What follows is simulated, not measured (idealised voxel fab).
Name of the process module below: voxel air gaps
285 nm wide, 5 nm square cells: that's cross-section cut.
Throughout this document, each cross-section is represented as a grid of square cells and is presented as a sequence of bands enumerated from the top downward, where a band comprises one or more rows of cells. Top, bottom (nm), then materials left to right with widths (nm); lone material tagged "edge to edge" fills the whole band edge to edge; "blank" = empty space. Heights are measured from 0, the level below which the as-received wafer is all one material; the lowest band has no bottom and continues downward, written as in "0 down". So if you see something like "30->40" for the width, read it as the top row of the band sitting at the first number and the bottom row at the second, with every row in between moving by the same amount as the last. For the purposes of this document, the phrase "no alterations made" attached to a step denotes that no cell within the cross-section was modified by that step. Voids not open to the top, 8 cells minimum: see "Enclosed internal voids". Written width x height at distance; distance is from the left edge; nm. Heads up: the bit after the settings on a step's line is the simulator's remark on that step. overlay nm: on a step with a mask, how far right of its planned place the mask lay; negative means left.

# Intended process steps
1. RECEIVE, material Si
2. CONFORMAL_DEP, material SiO2, thk nm 10
3. CONFORMAL_DEP, material SiN, thk nm 5
4. DIRECTIONAL_DEP, material lowk, thk nm 40
5. PATTERN, tone open, mask id LINES, material resist, width nm 15, pitch nm 45, thk nm 15, overlay nm -15
6. DIRECTIONAL_ETCH, etch materials lowk, depth nm 40
7. STRIP, etch materials resist
8. CONFORMAL_DEP, material TiN, thk nm 5
9. FILL_DEP, material W, thk nm 5
10. CMP, height nm 55
11. EPI, material Ru, thk nm 10
12. SELECTIVE_ETCH, etch materials lowk, depth nm 50
13. CONFORMAL_DEP, material SiN, thk nm 5
The wafers in this document start out alike and differ in the overlay nm applied at step 5; the plan shows the value used for the first wafer.

# So this is the first of several wafers, cross-sectioned as it came to us, meaning it's at the end of step 1
  0 down = Si edge to edge
  Enclosed internal voids: none

# Per wafer (row), end of module: delta in cells per material since receipt, (+) for gained, (-) for lost; closed voids after that
overlay nm -15; +42 Ru; +198 SiN; +114 SiO2; +51 TiN; +21 W; Enclosed internal voids: 20 x 30 at 95; 20 x 30 at 140
overlay nm -10; +42 Ru; +198 SiN; +114 SiO2; +51 TiN; +21 W; Enclosed internal voids: 20 x 30 at 100; 20 x 30 at 145
overlay nm -5; +42 Ru; +198 SiN; +114 SiO2; +51 TiN; +21 W; Enclosed internal voids: 20 x 30 at 105; 20 x 30 at 150
overlay nm 0; +42 Ru; +198 SiN; +114 SiO2; +51 TiN; +21 W; Enclosed internal voids: 20 x 30 at 110; 20 x 30 at 155
overlay nm 5; +42 Ru; +198 SiN; +114 SiO2; +51 TiN; +21 W; Enclosed internal voids: 20 x 30 at 115; 20 x 30 at 160
overlay nm 10; +42 Ru; +198 SiN; +114 SiO2; +51 TiN; +21 W; Enclosed internal voids: 20 x 30 at 120; 20 x 30 at 165
overlay nm 15; +42 Ru; +198 SiN; +114 SiO2; +51 TiN; +21 W; Enclosed internal voids: 20 x 30 at 125; 20 x 30 at 170
